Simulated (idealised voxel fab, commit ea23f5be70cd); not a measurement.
The process module presented herein is designated voxel trench capacitor.
Displayed cross-section: cut, width of 215 nm, square cells sized 5 nm.
Square cells in a grid make up a cross-section in this document, and the grid is given as bands, listed from the top down, each one or more rows of cells. First you get the band's top height and its bottom height, in nm, and then the materials it's made of, left to right, with each width in nm. If you see a single material with "everywhere", that one covers the band edge to edge. "empty" is empty space. Basically, 0 is our baseline, since under it the wafer straight out of the box is all one material. The bottom band has no lower end and keeps on going down, so it looks like "0..down". When a width is written as two numbers, as in "30..40", the first number is the width in the top row of cells of the band and the second is the width in its bottom row, and the width changes by the same amount from each row to the next. "remains unaltered" (step): cross-section cells unchanged, all of them. If an empty space has no open way to the top and is at least 8 cells in size, "Closed cavity list" lists it, written width x height at distance, where distance is measured from the left edge and every value is in nm. after a step's settings: what the simulator itself notes on the step. overlay nm: mask right of planned place by this much (step with mask). Neg. = left.
The planned process steps are enumerated hereunder
step 1: RECEIVE (material Si)
step 2: CONFORMAL_DEP (material SiN; thk nm 10)
step 3: MASKED_ETCH (tone open; mask id TRENCH; width nm 30; pitch nm 45; etch materials SiN; depth nm 10; overlay nm 0)
step 4: MASKED_ETCH (tone open; mask id TRENCH; width nm 30; pitch nm 45; etch materials Si; depth nm 25; overlay nm 0)
step 5: CONFORMAL_DEP (material Al2O3; thk nm 5)
step 6: CONFORMAL_DEP (material TiN; thk nm 5)
step 7: FILL_DEP (material W; thk nm 5)
step 8: CMP (height nm 10)
On the first of the two wafers: run conducted according to plan
Shown in cross-section is the wafer as received, that is, as it stands after step 1
* 0..down | Si everywhere
* Closed cavity list: none
How the wafer stands in section after step 2
* 10..0 | SiN everywhere
* At heights below 0, the structure remains unaltered.
How the wafer stands in section after step 3
* 10..0 | SiN 45 nm, empty 30 nm, SiN 15 nm, empty 30 nm, SiN 15 nm, empty 30 nm, SiN 50 nm
* At heights below 0, the structure remains unaltered.
How the wafer stands in section after step 4
* 10..0 | SiN 45 nm, empty 30 nm, SiN 15 nm, empty 30 nm, SiN 15 nm, empty 30 nm, SiN 50 nm
* 0..-25 | Si 45 nm, empty 30 nm, Si 15 nm, empty 30 nm, Si 15 nm, empty 30 nm, Si 50 nm
* At heights below -25, the structure remains unaltered.
How the wafer stands in section after step 5
* 15..10 | Al2O3 50 nm, empty 20 nm, Al2O3 25 nm, empty 20 nm, Al2O3 25 nm, empty 20 nm, Al2O3 55 nm
* 10..0 | SiN 45 nm, Al2O3 5 nm, empty 20 nm, Al2O3 5 nm, SiN 15 nm, Al2O3 5 nm, empty 20 nm, Al2O3 5 nm, SiN 15 nm, Al2O3 5 nm, empty 20 nm, Al2O3 5 nm, SiN 50 nm
* 0..-20 | Si 45 nm, Al2O3 5 nm, empty 20 nm, Al2O3 5 nm, Si 15 nm, Al2O3 5 nm, empty 20 nm, Al2O3 5 nm, Si 15 nm, Al2O3 5 nm, empty 20 nm, Al2O3 5 nm, Si 50 nm
* -20..-25 | Si 45 nm, Al2O3 30 nm, Si 15 nm, Al2O3 30 nm, Si 15 nm, Al2O3 30 nm, Si 50 nm
* At heights below -25, the structure remains unaltered.
How the wafer stands in section after step 6
* 20..15 | TiN 55 nm, empty 10 nm, TiN 35 nm, empty 10 nm, TiN 35 nm, empty 10 nm, TiN 60 nm
* 15..10 | Al2O3 50 nm, TiN 5 nm, empty 10 nm, TiN 5 nm, Al2O3 25 nm, TiN 5 nm, empty 10 nm, TiN 5 nm, Al2O3 25 nm, TiN 5 nm, empty 10 nm, TiN 5 nm, Al2O3 55 nm
* 10..0 | SiN 45 nm, Al2O3 5 nm, TiN 5 nm, empty 10 nm, TiN 5 nm, Al2O3 5 nm, SiN 15 nm, Al2O3 5 nm, TiN 5 nm, empty 10 nm, TiN 5 nm, Al2O3 5 nm, SiN 15 nm, Al2O3 5 nm, TiN 5 nm, empty 10 nm, TiN 5 nm, Al2O3 5 nm, SiN 50 nm
* 0..-15 | Si 45 nm, Al2O3 5 nm, TiN 5 nm, empty 10 nm, TiN 5 nm, Al2O3 5 nm, Si 15 nm, Al2O3 5 nm, TiN 5 nm, empty 10 nm, TiN 5 nm, Al2O3 5 nm, Si 15 nm, Al2O3 5 nm, TiN 5 nm, empty 10 nm, TiN 5 nm, Al2O3 5 nm, Si 50 nm
* -15..-20 | Si 45 nm, Al2O3 5 nm, TiN 20 nm, Al2O3 5 nm, Si 15 nm, Al2O3 5 nm, TiN 20 nm, Al2O3 5 nm, Si 15 nm, Al2O3 5 nm, TiN 20 nm, Al2O3 5 nm, Si 50 nm
* At heights below -20, the structure remains unaltered.
How the wafer stands in section after step 7
* 25..20 | W everywhere
* 20..15 | TiN 55 nm, W 10 nm, TiN 35 nm, W 10 nm, TiN 35 nm, W 10 nm, TiN 60 nm
* 15..10 | Al2O3 50 nm, TiN 5 nm, W 10 nm, TiN 5 nm, Al2O3 25 nm, TiN 5 nm, W 10 nm, TiN 5 nm, Al2O3 25 nm, TiN 5 nm, W 10 nm, TiN 5 nm, Al2O3 55 nm
* 10..0 | SiN 45 nm, Al2O3 5 nm, TiN 5 nm, W 10 nm, TiN 5 nm, Al2O3 5 nm, SiN 15 nm, Al2O3 5 nm, TiN 5 nm, W 10 nm, TiN 5 nm, Al2O3 5 nm, SiN 15 nm, Al2O3 5 nm, TiN 5 nm, W 10 nm, TiN 5 nm, Al2O3 5 nm, SiN 50 nm
* 0..-15 | Si 45 nm, Al2O3 5 nm, TiN 5 nm, W 10 nm, TiN 5 nm, Al2O3 5 nm, Si 15 nm, Al2O3 5 nm, TiN 5 nm, W 10 nm, TiN 5 nm, Al2O3 5 nm, Si 15 nm, Al2O3 5 nm, TiN 5 nm, W 10 nm, TiN 5 nm, Al2O3 5 nm, Si 50 nm
* At heights below -15, the structure remains unaltered.
How the wafer stands in section after step 8
* 10..0 | SiN 45 nm, Al2O3 5 nm, TiN 5 nm, W 10 nm, TiN 5 nm, Al2O3 5 nm, SiN 15 nm, Al2O3 5 nm, TiN 5 nm, W 10 nm, TiN 5 nm, Al2O3 5 nm, SiN 15 nm, Al2O3 5 nm, TiN 5 nm, W 10 nm, TiN 5 nm, Al2O3 5 nm, SiN 50 nm
* At heights below 0, the structure remains unaltered.
The remaining wafer, second of the two, started like the first and was run to the same plan, except that one mistake was made along the way; the two coincide through step 4, inclusive
Second wafer: cross-section at the scheduled end of step 5
* 15..10 | W 50 nm, empty 20 nm, W 25 nm, empty 20 nm, W 25 nm, empty 20 nm, W 55 nm
* 10..0 | SiN 45 nm, W 5 nm, empty 20 nm, W 5 nm, SiN 15 nm, W 5 nm, empty 20 nm, W 5 nm, SiN 15 nm, W 5 nm, empty 20 nm, W 5 nm, SiN 50 nm
* 0..-20 | Si 45 nm, W 5 nm, empty 20 nm, W 5 nm, Si 15 nm, W 5 nm, empty 20 nm, W 5 nm, Si 15 nm, W 5 nm, empty 20 nm, W 5 nm, Si 50 nm
* -20..-25 | Si 45 nm, W 30 nm, Si 15 nm, W 30 nm, Si 15 nm, W 30 nm, Si 50 nm
* At heights below -25, the structure remains unaltered.
Second wafer: cross-section at the scheduled end of step 6
* 20..15 | TiN 55 nm, empty 10 nm, TiN 35 nm, empty 10 nm, TiN 35 nm, empty 10 nm, TiN 60 nm
* 15..10 | W 50 nm, TiN 5 nm, empty 10 nm, TiN 5 nm, W 25 nm, TiN 5 nm, empty 10 nm, TiN 5 nm, W 25 nm, TiN 5 nm, empty 10 nm, TiN 5 nm, W 55 nm
* 10..0 | SiN 45 nm, W 5 nm, TiN 5 nm, empty 10 nm, TiN 5 nm, W 5 nm, SiN 15 nm, W 5 nm, TiN 5 nm, empty 10 nm, TiN 5 nm, W 5 nm, SiN 15 nm, W 5 nm, TiN 5 nm, empty 10 nm, TiN 5 nm, W 5 nm, SiN 50 nm
* 0..-15 | Si 45 nm, W 5 nm, TiN 5 nm, empty 10 nm, TiN 5 nm, W 5 nm, Si 15 nm, W 5 nm, TiN 5 nm, empty 10 nm, TiN 5 nm, W 5 nm, Si 15 nm, W 5 nm, TiN 5 nm, empty 10 nm, TiN 5 nm, W 5 nm, Si 50 nm
* -15..-20 | Si 45 nm, W 5 nm, TiN 20 nm, W 5 nm, Si 15 nm, W 5 nm, TiN 20 nm, W 5 nm, Si 15 nm, W 5 nm, TiN 20 nm, W 5 nm, Si 50 nm
* At heights below -20, the structure remains unaltered.
Second wafer: cross-section at the scheduled end of step 7
* 25..20 | W everywhere
* 20..15 | TiN 55 nm, W 10 nm, TiN 35 nm, W 10 nm, TiN 35 nm, W 10 nm, TiN 60 nm
* 15..10 | W 50 nm, TiN 5 nm, W 10 nm, TiN 5 nm, W 25 nm, TiN 5 nm, W 10 nm, TiN 5 nm, W 25 nm, TiN 5 nm, W 10 nm, TiN 5 nm, W 55 nm
* 10..0 | SiN 45 nm, W 5 nm, TiN 5 nm, W 10 nm, TiN 5 nm, W 5 nm, SiN 15 nm, W 5 nm, TiN 5 nm, W 10 nm, TiN 5 nm, W 5 nm, SiN 15 nm, W 5 nm, TiN 5 nm, W 10 nm, TiN 5 nm, W 5 nm, SiN 50 nm
* 0..-15 | Si 45 nm, W 5 nm, TiN 5 nm, W 10 nm, TiN 5 nm, W 5 nm, Si 15 nm, W 5 nm, TiN 5 nm, W 10 nm, TiN 5 nm, W 5 nm, Si 15 nm, W 5 nm, TiN 5 nm, W 10 nm, TiN 5 nm, W 5 nm, Si 50 nm
* At heights below -15, the structure remains unaltered.
Second wafer: cross-section at the scheduled end of step 8
* 10..0 | SiN 45 nm, W 5 nm, TiN 5 nm, W 10 nm, TiN 5 nm, W 5 nm, SiN 15 nm, W 5 nm, TiN 5 nm, W 10 nm, TiN 5 nm, W 5 nm, SiN 15 nm, W 5 nm, TiN 5 nm, W 10 nm, TiN 5 nm, W 5 nm, SiN 50 nm
* At heights below 0, the structure remains unaltered.
Deviation from plan: step 5 ran as: CONFORMAL_DEP (material W; thk nm 5)
At the finish, the second wafer shows more or fewer cells for some materials than the first does: Al2O3: 54 fewer | W: 54 more
